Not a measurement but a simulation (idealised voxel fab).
Module name: voxel gate over fins (process module)
FYI the section here is cut, 255 nm wide, cells are 5 nm squares.
A cross-section is a grid of square cells, given in bands from the top down. A band is one or more rows of cells. This entry defines a band. It first specifies the height of the band's top and the height of its bottom in nm, and then specifies the band's materials from left to right, stating each material with its width in nm. The word "everywhere" identifies a single material that fills the band from edge to edge, while the word "air" identifies empty space. Heads up on the height convention: 0 is the point under which the incoming wafer is all one material, and the lowest band has no bottom, it just keeps going down, like "z 0 and below". Width "30->40": first value at the band's top row of cells, second value at its bottom row, equal change from row to row. "no change occurred" -> step changed no cross-section cell. Any empty space of 8 cells or more lacking an open way to the top shows up in "Closed void register" as width x height at distance, distance from the left edge, in nm. The remark found on a step's line after its settings is issued by the simulator itself and pertains to that step. overlay nm: mask right of planned place by this much (step with mask). Neg. = left.

-- Process steps - plan
1 RECEIVE with material Si
2 CONFORMAL_DEP with material SiN, thk nm 5
3 MASKED_ETCH with tone cover, mask id FINS, width nm 15, pitch nm 45, etch materials SiN, depth nm 5, overlay nm 0
4 MASKED_ETCH with tone cover, mask id FINS, width nm 15, pitch nm 45, etch materials Si, depth nm 30, overlay nm 0
5 OXIDIZE with depth nm 5
6 FILL_DEP with material SiO2, thk nm 5
7 CMP with height nm 5
8 SELECTIVE_ETCH with etch materials SiO2, depth nm 15
9 STRIP with etch materials SiN
10 CONFORMAL_DEP with material HfO2, thk nm 5
11 CONFORMAL_DEP with material TiN, thk nm 5
12 FILL_DEP with material W, thk nm 15
13 CMP with height nm 20
14 CONFORMAL_DEP with material SiN, thk nm 5

-- First wafer out of two, processed as planned

-- As-received state of the wafer in cross-section, equivalent to post-step 1
z 0 and below: Si everywhere
Closed void register: none

-- The wafer in cross-section once step 2 is complete
z 5 to 0: SiN everywhere
Below a height of 0, the structure has not been altered.

-- The wafer in cross-section once step 3 is complete
z 5 to 0: 50 air | 15 SiN | 30 air | 15 SiN | 30 air | 15 SiN | 30 air | 15 SiN | 55 air
Below a height of 0, the structure has not been altered.

-- The wafer in cross-section once step 4 is complete
z 5 to 0: 50 air | 15 SiN | 30 air | 15 SiN | 30 air | 15 SiN | 30 air | 15 SiN | 55 air
z 0 to -30: 50 air | 15 Si | 30 air | 15 Si | 30 air | 15 Si | 30 air | 15 Si | 55 air
Below a height of -30, the structure has not been altered.

-- The wafer in cross-section once step 5 is complete
z 5 to 0: 50 air | 15 SiN | 30 air | 15 SiN | 30 air | 15 SiN | 30 air | 15 SiN | 55 air
z 0 to -30: 50 air | 5 SiO2 | 5 Si | 5 SiO2 | 30 air | 5 SiO2 | 5 Si | 5 SiO2 | 30 air | 5 SiO2 | 5 Si | 5 SiO2 | 30 air | 5 SiO2 | 5 Si | 5 SiO2 | 55 air
z -30 to -35: 55 SiO2 | 5 Si | 40 SiO2 | 5 Si | 40 SiO2 | 5 Si | 40 SiO2 | 5 Si | 60 SiO2
Below a height of -35, the structure has not been altered.

-- The wafer in cross-section once step 6 is complete
z 10 to 5: SiO2 everywhere
z 5 to 0: 50 SiO2 | 15 SiN | 30 SiO2 | 15 SiN | 30 SiO2 | 15 SiN | 30 SiO2 | 15 SiN | 55 SiO2
z 0 to -35: 55 SiO2 | 5 Si | 40 SiO2 | 5 Si | 40 SiO2 | 5 Si | 40 SiO2 | 5 Si | 60 SiO2
Below a height of -35, the structure has not been altered.

-- The wafer in cross-section once step 7 is complete
z 5 to 0: 50 SiO2 | 15 SiN | 30 SiO2 | 15 SiN | 30 SiO2 | 15 SiN | 30 SiO2 | 15 SiN | 55 SiO2
Below a height of 0, the structure has not been altered.

-- The wafer in cross-section once step 8 is complete
z 5 to 0: 50 air | 15 SiN | 30 air | 15 SiN | 30 air | 15 SiN | 30 air | 15 SiN | 55 air
z 0 to -10: 55 air | 5 Si | 40 air | 5 Si | 40 air | 5 Si | 40 air | 5 Si | 60 air
Below a height of -10, the structure has not been altered.

-- The wafer in cross-section once step 9 is complete
z 0 to -10: 55 air | 5 Si | 40 air | 5 Si | 40 air | 5 Si | 40 air | 5 Si | 60 air
Below a height of -10, the structure has not been altered.

-- The wafer in cross-section once step 10 is complete
z 5 to 0: 50 air | 15 HfO2 | 30 air | 15 HfO2 | 30 air | 15 HfO2 | 30 air | 15 HfO2 | 55 air
z 0 to -5: 50 air | 5 HfO2 | 5 Si | 5 HfO2 | 30 air | 5 HfO2 | 5 Si | 5 HfO2 | 30 air | 5 HfO2 | 5 Si | 5 HfO2 | 30 air | 5 HfO2 | 5 Si | 5 HfO2 | 55 air
z -5 to -10: 55 HfO2 | 5 Si | 40 HfO2 | 5 Si | 40 HfO2 | 5 Si | 40 HfO2 | 5 Si | 60 HfO2
Below a height of -10, the structure has not been altered.

-- The wafer in cross-section once step 11 is complete
z 10 to 5: 45 air | 25 TiN | 20 air | 25 TiN | 20 air | 25 TiN | 20 air | 25 TiN | 50 air
z 5 to 0: 45 air | 5 TiN | 15 HfO2 | 5 TiN | 20 air | 5 TiN | 15 HfO2 | 5 TiN | 20 air | 5 TiN | 15 HfO2 | 5 TiN | 20 air | 5 TiN | 15 HfO2 | 5 TiN | 50 air
z 0 to -5: 50 TiN | 5 HfO2 | 5 Si | 5 HfO2 | 30 TiN | 5 HfO2 | 5 Si | 5 HfO2 | 30 TiN | 5 HfO2 | 5 Si | 5 HfO2 | 30 TiN | 5 HfO2 | 5 Si | 5 HfO2 | 55 TiN
Below a height of -5, the structure has not been altered.

-- The wafer in cross-section once step 12 is complete
z 25 to 10: W everywhere
z 10 to 5: 45 W | 25 TiN | 20 W | 25 TiN | 20 W | 25 TiN | 20 W | 25 TiN | 50 W
z 5 to 0: 45 W | 5 TiN | 15 HfO2 | 5 TiN | 20 W | 5 TiN | 15 HfO2 | 5 TiN | 20 W | 5 TiN | 15 HfO2 | 5 TiN | 20 W | 5 TiN | 15 HfO2 | 5 TiN | 50 W
Below a height of 0, the structure has not been altered.

-- The wafer in cross-section once step 13 is complete
z 20 to 10: W everywhere
Below a height of 10, the structure has not been altered.

-- The wafer in cross-section once step 14 is complete
z 25 to 20: SiN everywhere
Below a height of 20, the structure has not been altered.

-- The second wafer began exactly as the first did and followed the same plan, but one mistake was made while running it; through step 2 inclusive, the two wafers are identical

-- Second wafer at the planned finish of step 3, seen in cross-section
z 5 to 0: 50 SiN | 15 air | 30 SiN | 15 air | 30 SiN | 15 air | 30 SiN | 15 air | 55 SiN
Below a height of 0, the structure has not been altered.

Second wafer at the planned finish of step 4, seen in cross-section: no change occurred

-- Second wafer at the planned finish of step 5, seen in cross-section
z 5 to 0: 50 SiN | 15 air | 30 SiN | 15 air | 30 SiN | 15 air | 30 SiN | 15 air | 55 SiN
z 0 to -5: 45 Si | 25 SiO2 | 20 Si | 25 SiO2 | 20 Si | 25 SiO2 | 20 Si | 25 SiO2 | 50 Si
Below a height of -5, the structure has not been altered.

-- Second wafer at the planned finish of step 6, seen in cross-section
z 10 to 5: SiO2 everywhere
z 5 to 0: 50 SiN | 15 SiO2 | 30 SiN | 15 SiO2 | 30 SiN | 15 SiO2 | 30 SiN | 15 SiO2 | 55 SiN
Below a height of 0, the structure has not been altered.

-- Second wafer at the planned finish of step 7, seen in cross-section
z 5 to 0: 50 SiN | 15 SiO2 | 30 SiN | 15 SiO2 | 30 SiN | 15 SiO2 | 30 SiN | 15 SiO2 | 55 SiN
Below a height of 0, the structure has not been altered.

-- Second wafer at the planned finish of step 8, seen in cross-section
z 5 to 0: 50 SiN | 15 air | 30 SiN | 15 air | 30 SiN | 15 air | 30 SiN | 15 air | 55 SiN
z 0 to -5: 45 Si | 25 air | 20 Si | 25 air | 20 Si | 25 air | 20 Si | 25 air | 50 Si
Below a height of -5, the structure has not been altered.

-- Second wafer at the planned finish of step 9, seen in cross-section
z 0 to -5: 45 Si | 25 air | 20 Si | 25 air | 20 Si | 25 air | 20 Si | 25 air | 50 Si
Below a height of -5, the structure has not been altered.

-- Second wafer at the planned finish of step 10, seen in cross-section
z 5 to 0: 50 HfO2 | 15 air | 30 HfO2 | 15 air | 30 HfO2 | 15 air | 30 HfO2 | 15 air | 55 HfO2
z 0 to -5: 45 Si | 25 HfO2 | 20 Si | 25 HfO2 | 20 Si | 25 HfO2 | 20 Si | 25 HfO2 | 50 Si
Below a height of -5, the structure has not been altered.

-- Second wafer at the planned finish of step 11, seen in cross-section
z 10 to 5: 55 TiN | 5 air | 40 TiN | 5 air | 40 TiN | 5 air | 40 TiN | 5 air | 60 TiN
z 5 to 0: 50 HfO2 | 15 TiN | 30 HfO2 | 15 TiN | 30 HfO2 | 15 TiN | 30 HfO2 | 15 TiN | 55 HfO2
Below a height of 0, the structure has not been altered.

-- Second wafer at the planned finish of step 12, seen in cross-section
z 25 to 10: W everywhere
z 10 to 5: 55 TiN | 5 W | 40 TiN | 5 W | 40 TiN | 5 W | 40 TiN | 5 W | 60 TiN
Below a height of 5, the structure has not been altered.

-- Second wafer at the planned finish of step 13, seen in cross-section
z 20 to 10: W everywhere
Below a height of 10, the structure has not been altered.

-- Second wafer at the planned finish of step 14, seen in cross-section
z 25 to 20: SiN everywhere
Below a height of 20, the structure has not been altered.
What was the processing mistake? not per plan at step 3, really ran MASKED_ETCH with tone open, mask id FINS, width nm 15, pitch nm 45, etch materials SiN, depth nm 5, overlay nm 0
The second wafer ends with more or fewer cells of some materials than the first, per final count: 8 fewer of HfO2, 309 more of Si, 235 fewer of SiO2, 8 fewer of TiN, 58 fewer of W
